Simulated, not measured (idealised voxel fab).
You're looking at the process module voxel ribs on slabs.
Shown is cross-section cut, with a width of 240 nm and square cells of size 5 nm.
Cross-section spec: square-cell grid; bands listed top down; each band is one or more rows.
Quick guide to a band line: top height, bottom height (nm) up front; then every material left to right with its width in nm. Only one material and it's marked "all across"? Then it fills the band edge to edge. And "blank" just means empty space.
Heights are expressed relative to 0, this being the level below which the as-received wafer comprises one material exclusively. The lowest band is unbounded in the downward direction and is denoted as in "0 nm and below".
The expression "30->40" gives the width at the extremes of the band, the first number at its top row of cells and the second at its bottom row, with the width changing by equal amounts from each row to the next in between.
For the purposes of this document, the phrase "remains unaltered" attached to a step denotes that no cell within the cross-section was modified by that step.
Each empty space that has no open way to the top and spans at least 8 cells appears under "Closed-off voids" as width x height at distance, the distance counted from the left edge, all in nm.
Read whatever lies past the settings on a step's line as the simulator's own remark about the step.
A step line may carry the setting "overlay nm", which, for steps involving a mask, states the distance by which the mask lay to the right of its intended position; negative values denote displacement to the left.

List of planned process steps:
1) RECEIVE,material Si
2) DIRECTIONAL_DEP,material SiO2,thk nm 20
3) DIRECTIONAL_DEP,material SiN,thk nm 20
4) DIRECTIONAL_DEP,material aC,thk nm 10
5) PATTERN,tone cover,mask id RIB,material resist,width nm 30,thk nm 30,overlay nm 0
6) DIRECTIONAL_ETCH,etch materials aC,depth nm 10
7) STRIP,etch materials resist
8) DIRECTIONAL_ETCH,etch materials SiN,depth nm 15
9) STRIP,etch materials aC
10) MASKED_ETCH,tone cover,mask id SLAB,width nm 60,etch materials SiN,depth nm 5,overlay nm 0
11) FILL_DEP,material SiO2,thk nm 15
12) CMP,height nm 50
13) DIRECTIONAL_DEP,material W,thk nm 5
14) MASKED_ETCH,tone cover,mask id HEATER,width nm 40,etch materials W,depth nm 5,overlay nm 0
15) CONFORMAL_DEP,material SiN,thk nm 10

On the first of the two wafers: run conducted according to plan:

Incoming wafer in cross-section (state: after step 1):
- 0 nm and below = Si all across
- Closed-off voids: none

Upon completion of step 2, the wafer appears in cross-section as shown:
- 20 nm to 0 nm = SiO2 all across
- Nothing below the height 0 has changed.

Upon completion of step 3, the wafer appears in cross-section as shown:
- 40 nm to 20 nm = SiN all across
- Nothing below the height 20 has changed.

Upon completion of step 4, the wafer appears in cross-section as shown:
- 50 nm to 40 nm = aC all across
- Nothing below the height 40 has changed.

Upon completion of step 5, the wafer appears in cross-section as shown:
- 80 nm to 50 nm = blank 105, then resist 30, then blank 105
- Nothing below the height 50 has changed.

Upon completion of step 6, the wafer appears in cross-section as shown:
- 70 nm to 50 nm = blank 105, then resist 30, then blank 105
- 50 nm to 40 nm = blank 105, then aC 30, then blank 105
- Nothing below the height 40 has changed.

Upon completion of step 7, the wafer appears in cross-section as shown:
- 50 nm to 40 nm = blank 105, then aC 30, then blank 105
- Nothing below the height 40 has changed.

Upon completion of step 8, the wafer appears in cross-section as shown:
- 50 nm to 40 nm = blank 105, then aC 30, then blank 105
- 40 nm to 25 nm = blank 105, then SiN 30, then blank 105
- Nothing below the height 25 has changed.

Upon completion of step 9, the wafer appears in cross-section as shown:
- 40 nm to 25 nm = blank 105, then SiN 30, then blank 105
- Nothing below the height 25 has changed.

Upon completion of step 10, the wafer appears in cross-section as shown:
- 40 nm to 25 nm = blank 105, then SiN 30, then blank 105
- 25 nm to 20 nm = blank 90, then SiN 60, then blank 90
- Nothing below the height 20 has changed.

Upon completion of step 11, the wafer appears in cross-section as shown:
- 55 nm to 40 nm = SiO2 all across
- 40 nm to 25 nm = SiO2 105, then SiN 30, then SiO2 105
- 25 nm to 20 nm = SiO2 90, then SiN 60, then SiO2 90
- Nothing below the height 20 has changed.

Upon completion of step 12, the wafer appears in cross-section as shown:
- 50 nm to 40 nm = SiO2 all across
- Nothing below the height 40 has changed.

Upon completion of step 13, the wafer appears in cross-section as shown:
- 55 nm to 50 nm = W all across
- Nothing below the height 50 has changed.

Upon completion of step 14, the wafer appears in cross-section as shown:
- 55 nm to 50 nm = blank 100, then W 40, then blank 100
- Nothing below the height 50 has changed.

Upon completion of step 15, the wafer appears in cross-section as shown:
- 65 nm to 60 nm = blank 90, then SiN 60, then blank 90
- 60 nm to 55 nm = SiN all across
- 55 nm to 50 nm = SiN 100, then W 40, then SiN 100
- Nothing below the height 50 has changed.

Here the second wafer is described. Its start and its plan were those of the first wafer. Its run contained one mistake. Up to and including step 1, it did exactly what the first wafer did:

Cross-section: second wafer, time at which step 2 was scheduled to end:
- 20 nm to 0 nm = SiN all across
- Nothing below the height 0 has changed.

Cross-section: second wafer, time at which step 3 was scheduled to end:
- 40 nm to 20 nm = SiO2 all across
- Nothing below the height 20 has changed.

Cross-section: second wafer, time at which step 4 was scheduled to end:
- 50 nm to 40 nm = aC all across
- Nothing below the height 40 has changed.

Cross-section: second wafer, time at which step 5 was scheduled to end:
- 80 nm to 50 nm = blank 105, then resist 30, then blank 105
- Nothing below the height 50 has changed.

Cross-section: second wafer, time at which step 6 was scheduled to end:
- 70 nm to 50 nm = blank 105, then resist 30, then blank 105
- 50 nm to 40 nm = blank 105, then aC 30, then blank 105
- Nothing below the height 40 has changed.

Cross-section: second wafer, time at which step 7 was scheduled to end:
- 50 nm to 40 nm = blank 105, then aC 30, then blank 105
- Nothing below the height 40 has changed.

Cross-section: second wafer, time at which step 8 was scheduled to end: remains unaltered

Cross-section: second wafer, time at which step 9 was scheduled to end:
- 40 nm to 20 nm = SiO2 all across
- Nothing below the height 20 has changed.

Cross-section: second wafer, time at which step 10 was scheduled to end: remains unaltered

Cross-section: second wafer, time at which step 11 was scheduled to end:
- 55 nm to 20 nm = SiO2 all across
- Nothing below the height 20 has changed.

Cross-section: second wafer, time at which step 12 was scheduled to end:
- 50 nm to 20 nm = SiO2 all across
- Nothing below the height 20 has changed.

Cross-section: second wafer, time at which step 13 was scheduled to end:
- 55 nm to 50 nm = W all across
- Nothing below the height 50 has changed.

Cross-section: second wafer, time at which step 14 was scheduled to end:
- 55 nm to 50 nm = blank 100, then W 40, then blank 100
- Nothing below the height 50 has changed.

Cross-section: second wafer, time at which step 15 was scheduled to end:
- 65 nm to 60 nm = blank 90, then SiN 60, then blank 90
- 60 nm to 55 nm = SiN all across
- 55 nm to 50 nm = SiN 100, then W 40, then SiN 100
- Nothing below the height 50 has changed.
The mistake made against the process plan was this: the intended sequence of steps 2 and 3 was reversed during processing, with each occupying the position of the other
It is noted that, at the conclusion of processing, the second wafer exhibits a higher or lower cell count for certain materials relative to the first: 162 more of SiN, 162 fewer of SiO2
